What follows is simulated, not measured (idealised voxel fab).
Process module, titled voxel capacitor over wiring
Each square cell in cross-section cut measures 5 nm, and the section as a whole is 295 nm wide.
We lay out every cross-section as a grid of square cells and spell it out in bands from the top down, where one band means one or more rows of cells.
Top, bottom (nm), then materials left to right with widths (nm); lone material tagged "edge to edge" fills the whole band edge to edge; "blank" = empty space.
The level at which height equals 0 is the one under which the wafer, as it arrives, is entirely one material. No lower edge exists for the bottom band, which continues downward and is notated as in "from 0 down".
Think of "30..40" as a width that walks from the first number to the second as you go down the band, top row to bottom row, taking equal-sized steps from row to row.
"nothing changed" (step): cross-section cells unchanged, all of them.
"Completely enclosed voids" means: voids of 8 cells or more that are shut off from the top with no open way through. Written width x height at distance, distance from the left edge, in nm.
On a step's line, text after the settings is the simulator commenting on that step.
On any step carrying a mask, the "overlay nm" setting, if present on the step's line, tells how far right of its planned place the mask lay; negative values point to the left.
The planned process steps are enumerated hereunder
1: RECEIVE [material Si]
2: CONFORMAL_DEP [material SiO2] [thk nm 15]
3: DIRECTIONAL_DEP [material TiN] [thk nm 5]
4: DIRECTIONAL_DEP [material W] [thk nm 15]
5: PATTERN [tone cover] [mask id METAL_1] [material resist] [width nm 25] [pitch nm 95] [thk nm 15] [overlay nm 0]
6: DIRECTIONAL_ETCH [etch materials W] [depth nm 15]
7: DIRECTIONAL_ETCH [etch materials TiN] [depth nm 5]
8: STRIP [etch materials resist]
9: CONFORMAL_DEP [material SiCN] [thk nm 5]
10: FILL_DEP [material SiO2] [thk nm 5]
11: CMP [height nm 35]
12: CONFORMAL_DEP [material SiCN] [thk nm 5]
13: DIRECTIONAL_DEP [material lowk] [thk nm 15]
14: MASKED_ETCH [tone open] [mask id PLUG_1] [width nm 15] [etch materials lowk] [depth nm 15] [overlay nm 0]
15: MASKED_ETCH [tone open] [mask id PLUG_1] [width nm 15] [etch materials SiCN] [depth nm 5] [overlay nm 0]
16: CONFORMAL_DEP [material TiN] [thk nm 5]
17: FILL_DEP [material Ru] [thk nm 5]
18: CMP [height nm 55]
19: DIRECTIONAL_DEP [material TiN] [thk nm 5]
20: DIRECTIONAL_DEP [material Al2O3] [thk nm 5]
21: DIRECTIONAL_DEP [material TiN] [thk nm 5]
22: DIRECTIONAL_DEP [material aC] [thk nm 15]
23: PATTERN [tone cover] [mask id UPPER_PLATE] [material resist] [width nm 75] [thk nm 35] [overlay nm 0]
24: DIRECTIONAL_ETCH [etch materials aC] [depth nm 15]
25: STRIP [etch materials resist]
26: DIRECTIONAL_ETCH [etch materials TiN] [depth nm 5]
27: DIRECTIONAL_ETCH [etch materials Al2O3] [depth nm 5]
28: STRIP [etch materials aC]
29: DIRECTIONAL_DEP [material aC] [thk nm 10]
30: PATTERN [tone cover] [mask id LOWER_PLATE] [material resist] [width nm 85] [thk nm 25] [overlay nm 0]
31: DIRECTIONAL_ETCH [etch materials aC] [depth nm 10]
32: STRIP [etch materials resist]
33: DIRECTIONAL_ETCH [etch materials TiN] [depth nm 5]
34: STRIP [etch materials aC]
35: FILL_DEP [material SiO2] [thk nm 20]
36: CMP [height nm 85]
37: PATTERN [tone open] [mask id PLUG_2] [material resist] [width nm 15] [thk nm 20] [overlay nm 0]
38: DIRECTIONAL_ETCH [etch materials SiO2] [depth nm 15]
39: STRIP [etch materials resist]
40: CONFORMAL_DEP [material TiN] [thk nm 5]
41: FILL_DEP [material W] [thk nm 5]
42: CMP [height nm 85]
43: CONFORMAL_DEP [material SiN] [thk nm 5]
First of two wafers, processed according to plan
Step 1 complete: cross-section of the wafer as received
* from 0 down = Si edge to edge
* Completely enclosed voids: none
Presented here is a cross-section of the wafer after step 2 has been performed
* from 15 to 0 = SiO2 edge to edge
* Under 0: no change, same as before.
Presented here is a cross-section of the wafer after step 3 has been performed
* from 20 to 15 = TiN edge to edge
* Under 15: no change, same as before.
Presented here is a cross-section of the wafer after step 4 has been performed
* from 35 to 20 = W edge to edge
* Under 20: no change, same as before.
Presented here is a cross-section of the wafer after step 5 has been performed
* from 50 to 35 = blank 85, resist 25, blank 70, resist 25, blank 90
* Under 35: no change, same as before.
Presented here is a cross-section of the wafer after step 6 has been performed
* from 50 to 35 = blank 85, resist 25, blank 70, resist 25, blank 90
* from 35 to 20 = blank 85, W 25, blank 70, W 25, blank 90
* Under 20: no change, same as before.
Presented here is a cross-section of the wafer after step 7 has been performed
* from 50 to 35 = blank 85, resist 25, blank 70, resist 25, blank 90
* from 35 to 20 = blank 85, W 25, blank 70, W 25, blank 90
* from 20 to 15 = blank 85, TiN 25, blank 70, TiN 25, blank 90
* Under 15: no change, same as before.
Presented here is a cross-section of the wafer after step 8 has been performed
* from 35 to 20 = blank 85, W 25, blank 70, W 25, blank 90
* Under 20: no change, same as before.
Presented here is a cross-section of the wafer after step 9 has been performed
* from 40 to 35 = blank 80, SiCN 35, blank 60, SiCN 35, blank 85
* from 35 to 20 = blank 80, SiCN 5, W 25, SiCN 5, blank 60, SiCN 5, W 25, SiCN 5, blank 85
* from 20 to 15 = SiCN 85, TiN 25, SiCN 70, TiN 25, SiCN 90
* Under 15: no change, same as before.
Presented here is a cross-section of the wafer after step 10 has been performed
* from 45 to 40 = SiO2 edge to edge
* from 40 to 35 = SiO2 80, SiCN 35, SiO2 60, SiCN 35, SiO2 85
* from 35 to 20 = SiO2 80, SiCN 5, W 25, SiCN 5, SiO2 60, SiCN 5, W 25, SiCN 5, SiO2 85
* Under 20: no change, same as before.
Presented here is a cross-section of the wafer after step 11 has been performed
* from 35 to 20 = SiO2 80, SiCN 5, W 25, SiCN 5, SiO2 60, SiCN 5, W 25, SiCN 5, SiO2 85
* Under 20: no change, same as before.
Presented here is a cross-section of the wafer after step 12 has been performed
* from 40 to 35 = SiCN edge to edge
* Under 35: no change, same as before.
Presented here is a cross-section of the wafer after step 13 has been performed
* from 55 to 40 = lowk edge to edge
* Under 40: no change, same as before.
Presented here is a cross-section of the wafer after step 14 has been performed
* from 55 to 40 = lowk 95, blank 15, lowk 185
* Under 40: no change, same as before.
Presented here is a cross-section of the wafer after step 15 has been performed
* from 55 to 40 = lowk 95, blank 15, lowk 185
* from 40 to 35 = SiCN 95, blank 15, SiCN 185
* Under 35: no change, same as before.
Presented here is a cross-section of the wafer after step 16 has been performed
* from 60 to 55 = TiN 100, blank 5, TiN 190
* from 55 to 40 = lowk 95, TiN 5, blank 5, TiN 5, lowk 185
* from 40 to 35 = SiCN 95, TiN 15, SiCN 185
* Under 35: no change, same as before.
Presented here is a cross-section of the wafer after step 17 has been performed
* from 65 to 60 = Ru edge to edge
* from 60 to 55 = TiN 100, Ru 5, TiN 190
* from 55 to 40 = lowk 95, TiN 5, Ru 5, TiN 5, lowk 185
* Under 40: no change, same as before.
Presented here is a cross-section of the wafer after step 18 has been performed
* from 55 to 40 = lowk 95, TiN 5, Ru 5, TiN 5, lowk 185
* Under 40: no change, same as before.
Presented here is a cross-section of the wafer after step 19 has been performed
* from 60 to 55 = TiN edge to edge
* Under 55: no change, same as before.
Presented here is a cross-section of the wafer after step 20 has been performed
* from 65 to 60 = Al2O3 edge to edge
* Under 60: no change, same as before.
Presented here is a cross-section of the wafer after step 21 has been performed
* from 70 to 65 = TiN edge to edge
* Under 65: no change, same as before.
Presented here is a cross-section of the wafer after step 22 has been performed
* from 85 to 70 = aC edge to edge
* Under 70: no change, same as before.
Presented here is a cross-section of the wafer after step 23 has been performed
* from 120 to 85 = blank 95, resist 75, blank 125
* Under 85: no change, same as before.
Presented here is a cross-section of the wafer after step 24 has been performed
* from 105 to 85 = blank 95, resist 75, blank 125
* from 85 to 70 = blank 95, aC 75, blank 125
* Under 70: no change, same as before.
Presented here is a cross-section of the wafer after step 25 has been performed
* from 85 to 70 = blank 95, aC 75, blank 125
* Under 70: no change, same as before.
Presented here is a cross-section of the wafer after step 26 has been performed
* from 85 to 70 = blank 95, aC 75, blank 125
* from 70 to 65 = blank 95, TiN 75, blank 125
* Under 65: no change, same as before.
Presented here is a cross-section of the wafer after step 27 has been performed
* from 85 to 70 = blank 95, aC 75, blank 125
* from 70 to 65 = blank 95, TiN 75, blank 125
* from 65 to 60 = blank 95, Al2O3 75, blank 125
* Under 60: no change, same as before.
Presented here is a cross-section of the wafer after step 28 has been performed
* from 70 to 65 = blank 95, TiN 75, blank 125
* Under 65: no change, same as before.
Presented here is a cross-section of the wafer after step 29 has been performed
* from 80 to 70 = blank 95, aC 75, blank 125
* from 70 to 65 = aC 95, TiN 75, aC 125
* from 65 to 60 = aC 95, Al2O3 75, aC 125
* Under 60: no change, same as before.
Presented here is a cross-section of the wafer after step 30 has been performed
* from 105 to 80 = blank 90, resist 85, blank 120
* from 80 to 70 = blank 90, resist 5, aC 75, resist 5, blank 120
* Under 70: no change, same as before.
Presented here is a cross-section of the wafer after step 31 has been performed
* from 95 to 80 = blank 90, resist 85, blank 120
* from 80 to 70 = blank 90, resist 5, aC 75, resist 5, blank 120
* from 70 to 65 = blank 90, aC 5, TiN 75, aC 5, blank 120
* from 65 to 60 = blank 90, aC 5, Al2O3 75, aC 5, blank 120
* Under 60: no change, same as before.
Presented here is a cross-section of the wafer after step 32 has been performed
* from 80 to 70 = blank 95, aC 75, blank 125
* Under 70: no change, same as before.
Presented here is a cross-section of the wafer after step 33 has been performed
* from 80 to 70 = blank 95, aC 75, blank 125
* from 70 to 65 = blank 90, aC 5, TiN 75, aC 5, blank 120
* from 65 to 60 = blank 90, aC 5, Al2O3 75, aC 5, blank 120
* from 60 to 55 = blank 90, TiN 85, blank 120
* Under 55: no change, same as before.
Presented here is a cross-section of the wafer after step 34 has been performed
* from 70 to 65 = blank 95, TiN 75, blank 125
* from 65 to 60 = blank 95, Al2O3 75, blank 125
* Under 60: no change, same as before.
Presented here is a cross-section of the wafer after step 35 has been performed
* from 90 to 70 = SiO2 edge to edge
* from 70 to 65 = SiO2 95, TiN 75, SiO2 125
* from 65 to 60 = SiO2 95, Al2O3 75, SiO2 125
* from 60 to 55 = SiO2 90, TiN 85, SiO2 120
* Under 55: no change, same as before.
Presented here is a cross-section of the wafer after step 36 has been performed
* from 85 to 70 = SiO2 edge to edge
* Under 70: no change, same as before.
Presented here is a cross-section of the wafer after step 37 has been performed
* from 105 to 85 = resist 105, blank 15, resist 175
* Under 85: no change, same as before.
Presented here is a cross-section of the wafer after step 38 has been performed
* from 105 to 85 = resist 105, blank 15, resist 175
* from 85 to 70 = SiO2 105, blank 15, SiO2 175
* Under 70: no change, same as before.
Presented here is a cross-section of the wafer after step 39 has been performed
* from 85 to 70 = SiO2 105, blank 15, SiO2 175
* Under 70: no change, same as before.
Presented here is a cross-section of the wafer after step 40 has been performed
* from 90 to 85 = TiN 110, blank 5, TiN 180
* from 85 to 75 = SiO2 105, TiN 5, blank 5, TiN 5, SiO2 175
* from 75 to 65 = SiO2 105..95, TiN 15..75, SiO2 175..125
* Under 65: no change, same as before.
Presented here is a cross-section of the wafer after step 41 has been performed
* from 95 to 90 = W edge to edge
* from 90 to 85 = TiN 110, W 5, TiN 180
* from 85 to 75 = SiO2 105, TiN 5, W 5, TiN 5, SiO2 175
* Under 75: no change, same as before.
Presented here is a cross-section of the wafer after step 42 has been performed
* from 85 to 75 = SiO2 105, TiN 5, W 5, TiN 5, SiO2 175
* Under 75: no change, same as before.
Presented here is a cross-section of the wafer after step 43 has been performed
* from 90 to 85 = SiN edge to edge
* Under 85: no change, same as before.
Wafer two of two - same starting point, same process plan, one mistake in execution; matches wafer one up to and including step 4
Second wafer: cross-section at the scheduled end of step 5
* from 50 to 35 = resist 85, blank 25, resist 70, blank 25, resist 90
* Under 35: no change, same as before.
Second wafer: cross-section at the scheduled end of step 6
* from 50 to 35 = resist 85, blank 25, resist 70, blank 25, resist 90
* from 35 to 20 = W 85, blank 25, W 70, blank 25, W 90
* Under 20: no change, same as before.
Second wafer: cross-section at the scheduled end of step 7
* from 50 to 35 = resist 85, blank 25, resist 70, blank 25, resist 90
* from 35 to 20 = W 85, blank 25, W 70, blank 25, W 90
* from 20 to 15 = TiN 85, blank 25, TiN 70, blank 25, TiN 90
* Under 15: no change, same as before.
Second wafer: cross-section at the scheduled end of step 8
* from 35 to 20 = W 85, blank 25, W 70, blank 25, W 90
* Under 20: no change, same as before.
Second wafer: cross-section at the scheduled end of step 9
* from 40 to 35 = SiCN 90, blank 15, SiCN 80, blank 15, SiCN 95
* from 35 to 20 = W 85, SiCN 5, blank 15, SiCN 5, W 70, SiCN 5, blank 15, SiCN 5, W 90
* from 20 to 15 = TiN 85, SiCN 25, TiN 70, SiCN 25, TiN 90
* Under 15: no change, same as before.
Second wafer: cross-section at the scheduled end of step 10
* from 45 to 40 = SiO2 edge to edge
* from 40 to 35 = SiCN 90, SiO2 15, SiCN 80, SiO2 15, SiCN 95
* from 35 to 20 = W 85, SiCN 5, SiO2 15, SiCN 5, W 70, SiCN 5, SiO2 15, SiCN 5, W 90
* Under 20: no change, same as before.
Second wafer: cross-section at the scheduled end of step 11
* from 35 to 20 = W 85, SiCN 5, SiO2 15, SiCN 5, W 70, SiCN 5, SiO2 15, SiCN 5, W 90
* Under 20: no change, same as before.
Second wafer: cross-section at the scheduled end of step 12
* from 40 to 35 = SiCN edge to edge
* Under 35: no change, same as before.
Second wafer: cross-section at the scheduled end of step 13
* from 55 to 40 = lowk edge to edge
* Under 40: no change, same as before.
Second wafer: cross-section at the scheduled end of step 14
* from 55 to 40 = lowk 95, blank 15, lowk 185
* Under 40: no change, same as before.
Second wafer: cross-section at the scheduled end of step 15
* from 55 to 40 = lowk 95, blank 15, lowk 185
* from 40 to 35 = SiCN 95, blank 15, SiCN 185
* Under 35: no change, same as before.
Second wafer: cross-section at the scheduled end of step 16
* from 60 to 55 = TiN 100, blank 5, TiN 190
* from 55 to 40 = lowk 95, TiN 5, blank 5, TiN 5, lowk 185
* from 40 to 35 = SiCN 95, TiN 15, SiCN 185
* Under 35: no change, same as before.
Second wafer: cross-section at the scheduled end of step 17
* from 65 to 60 = Ru edge to edge
* from 60 to 55 = TiN 100, Ru 5, TiN 190
* from 55 to 40 = lowk 95, TiN 5, Ru 5, TiN 5, lowk 185
* Under 40: no change, same as before.
Second wafer: cross-section at the scheduled end of step 18
* from 55 to 40 = lowk 95, TiN 5, Ru 5, TiN 5, lowk 185
* Under 40: no change, same as before.
Second wafer: cross-section at the scheduled end of step 19
* from 60 to 55 = TiN edge to edge
* Under 55: no change, same as before.
Second wafer: cross-section at the scheduled end of step 20
* from 65 to 60 = Al2O3 edge to edge
* Under 60: no change, same as before.
Second wafer: cross-section at the scheduled end of step 21
* from 70 to 65 = TiN edge to edge
* Under 65: no change, same as before.
Second wafer: cross-section at the scheduled end of step 22
* from 85 to 70 = aC edge to edge
* Under 70: no change, same as before.
Second wafer: cross-section at the scheduled end of step 23
* from 120 to 85 = blank 95, resist 75, blank 125
* Under 85: no change, same as before.
Second wafer: cross-section at the scheduled end of step 24
* from 105 to 85 = blank 95, resist 75, blank 125
* from 85 to 70 = blank 95, aC 75, blank 125
* Under 70: no change, same as before.
Second wafer: cross-section at the scheduled end of step 25
* from 85 to 70 = blank 95, aC 75, blank 125
* Under 70: no change, same as before.
Second wafer: cross-section at the scheduled end of step 26
* from 85 to 70 = blank 95, aC 75, blank 125
* from 70 to 65 = blank 95, TiN 75, blank 125
* Under 65: no change, same as before.
Second wafer: cross-section at the scheduled end of step 27
* from 85 to 70 = blank 95, aC 75, blank 125
* from 70 to 65 = blank 95, TiN 75, blank 125
* from 65 to 60 = blank 95, Al2O3 75, blank 125
* Under 60: no change, same as before.
Second wafer: cross-section at the scheduled end of step 28
* from 70 to 65 = blank 95, TiN 75, blank 125
* Under 65: no change, same as before.
Second wafer: cross-section at the scheduled end of step 29
* from 80 to 70 = blank 95, aC 75, blank 125
* from 70 to 65 = aC 95, TiN 75, aC 125
* from 65 to 60 = aC 95, Al2O3 75, aC 125
* Under 60: no change, same as before.
Second wafer: cross-section at the scheduled end of step 30
* from 105 to 80 = blank 90, resist 85, blank 120
* from 80 to 70 = blank 90, resist 5, aC 75, resist 5, blank 120
* Under 70: no change, same as before.
Second wafer: cross-section at the scheduled end of step 31
* from 95 to 80 = blank 90, resist 85, blank 120
* from 80 to 70 = blank 90, resist 5, aC 75, resist 5, blank 120
* from 70 to 65 = blank 90, aC 5, TiN 75, aC 5, blank 120
* from 65 to 60 = blank 90, aC 5, Al2O3 75, aC 5, blank 120
* Under 60: no change, same as before.
Second wafer: cross-section at the scheduled end of step 32
* from 80 to 70 = blank 95, aC 75, blank 125
* Under 70: no change, same as before.
Second wafer: cross-section at the scheduled end of step 33
* from 80 to 70 = blank 95, aC 75, blank 125
* from 70 to 65 = blank 90, aC 5, TiN 75, aC 5, blank 120
* from 65 to 60 = blank 90, aC 5, Al2O3 75, aC 5, blank 120
* from 60 to 55 = blank 90, TiN 85, blank 120
* Under 55: no change, same as before.
Second wafer: cross-section at the scheduled end of step 34
* from 70 to 65 = blank 95, TiN 75, blank 125
* from 65 to 60 = blank 95, Al2O3 75, blank 125
* Under 60: no change, same as before.
Second wafer: cross-section at the scheduled end of step 35
* from 90 to 70 = SiO2 edge to edge
* from 70 to 65 = SiO2 95, TiN 75, SiO2 125
* from 65 to 60 = SiO2 95, Al2O3 75, SiO2 125
* from 60 to 55 = SiO2 90, TiN 85, SiO2 120
* Under 55: no change, same as before.
Second wafer: cross-section at the scheduled end of step 36
* from 85 to 70 = SiO2 edge to edge
* Under 70: no change, same as before.
Second wafer: cross-section at the scheduled end of step 37
* from 105 to 85 = resist 105, blank 15, resist 175
* Under 85: no change, same as before.
Second wafer: cross-section at the scheduled end of step 38
* from 105 to 85 = resist 105, blank 15, resist 175
* from 85 to 70 = SiO2 105, blank 15, SiO2 175
* Under 70: no change, same as before.
Second wafer: cross-section at the scheduled end of step 39
* from 85 to 70 = SiO2 105, blank 15, SiO2 175
* Under 70: no change, same as before.
Second wafer: cross-section at the scheduled end of step 40
* from 90 to 85 = TiN 110, blank 5, TiN 180
* from 85 to 75 = SiO2 105, TiN 5, blank 5, TiN 5, SiO2 175
* from 75 to 65 = SiO2 105..95, TiN 15..75, SiO2 175..125
* Under 65: no change, same as before.
Second wafer: cross-section at the scheduled end of step 41
* from 95 to 90 = W edge to edge
* from 90 to 85 = TiN 110, W 5, TiN 180
* from 85 to 75 = SiO2 105, TiN 5, W 5, TiN 5, SiO2 175
* Under 75: no change, same as before.
Second wafer: cross-section at the scheduled end of step 42
* from 85 to 75 = SiO2 105, TiN 5, W 5, TiN 5, SiO2 175
* Under 75: no change, same as before.
Second wafer: cross-section at the scheduled end of step 43
* from 90 to 85 = SiN edge to edge
* Under 85: no change, same as before.
Against the plan, the run slipped here: so step 5 ended up running with a different setting than we planned, it ran as PATTERN [tone open] [mask id METAL_1] [material resist] [width nm 25] [pitch nm 95] [thk nm 15] [overlay nm 0]
Final comparison by cell count, materials where the second wafer has more or fewer than the first: SiCN: 39 fewer | SiO2: 117 fewer | TiN: 39 more | W: 117 more
